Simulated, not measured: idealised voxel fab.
The following is a process module called voxel fin reveal.
Section cut is 190 nm wide and gridded with 5 nm square cells.
Notation: cross-section as square-cell grid; stated in bands, top first, going down; one or more cell rows per band. Basically the band line says how high the top is and how high the bottom is, in nm, and then what's in it from left to right, every material with its width in nm. Empty space shows up as "blank", and if a single material carries "everywhere" it runs the full band edge to edge. Below 0: as-received wafer, all one material; heights counted from there. Lowest band: no bottom, goes on down, written "top 0, no bottom". A width given as "30 to 40" starts at the first number in the band's top row and ends at the second number in its bottom row, shifting by an equal amount at every step from row to row. For the purposes of this document, the phrase "no alterations made" attached to a step denotes that no cell within the cross-section was modified by that step. "Enclosed void entries" - sealed voids, min. 8 cells, no opening to top; format: width x height at distance (distance from left edge; nm throughout). That trailing text on a step's line, after the settings, is the simulator's own remark on the step. The optional step-line setting "overlay nm" applies to steps with a mask and quantifies how far to the right of its planned location the mask lay, a negative value indicating leftward placement.
**These are the steps we planned for the process**
1 RECEIVE [material Si]
2 CONFORMAL_DEP [material SiN] [thk nm 5]
3 PATTERN [tone cover] [mask id FINS] [material resist] [width nm 15] [pitch nm 45] [thk nm 20] [overlay nm 0]
4 DIRECTIONAL_ETCH [etch materials SiN] [depth nm 5]
5 DIRECTIONAL_ETCH [etch materials Si] [depth nm 35]
6 STRIP [etch materials resist]
7 OXIDIZE [depth nm 5]
8 FILL_DEP [material SiO2] [thk nm 5]
9 CMP [height nm 5]
10 SELECTIVE_ETCH [etch materials SiO2] [depth nm 15]
11 STRIP [etch materials SiN]
12 CONFORMAL_DEP [material SiO2] [thk nm 5]
**Shown in cross-section is the wafer as received, that is, as it stands after step 1**
- top 0, no bottom: Si everywhere
- Enclosed void entries: none
**first wafer at the end, as planned**
- top 5, bottom 0: blank (20); SiO2 (15); blank (30); SiO2 (15); blank (30); SiO2 (15); blank (30); SiO2 (15); blank (20)
- top 0, bottom -5: blank (20); SiO2 (5); Si (5); SiO2 (5); blank (30); SiO2 (5); Si (5); SiO2 (5); blank (30); SiO2 (5); Si (5); SiO2 (5); blank (30); SiO2 (5); Si (5); SiO2 (5); blank (20)
- top -5, bottom -40: SiO2 (25); Si (5); SiO2 (40); Si (5); SiO2 (40); Si (5); SiO2 (40); Si (5); SiO2 (25)
- top -40, no bottom: Si everywhere
- Enclosed void entries: none
**Cross-section, second wafer: same start as the first, same plan as the first, one mistake in running it; taken at the end of the module**
- top 5, bottom 0: blank (15); SiO2 (25); blank (20); SiO2 (25); blank (20); SiO2 (25); blank (20); SiO2 (25); blank (15)
- top 0, bottom -30: blank (15); SiO2 (10); Si (5); SiO2 (10); blank (20); SiO2 (10); Si (5); SiO2 (10); blank (20); SiO2 (10); Si (5); SiO2 (10); blank (20); SiO2 (10); Si (5); SiO2 (10); blank (15)
- top -30, bottom -40: SiO2 (25); Si (5); SiO2 (40); Si (5); SiO2 (40); Si (5); SiO2 (40); Si (5); SiO2 (25)
- top -40, no bottom: Si everywhere
- Enclosed void entries: none
Which mistake was made when the wafer was run? step 8 changed vs plan, executed as FILL_DEP [material SiN] [thk nm 5]
At the finish, the second wafer shows more or fewer cells for some materials than the first does: -74 SiO2
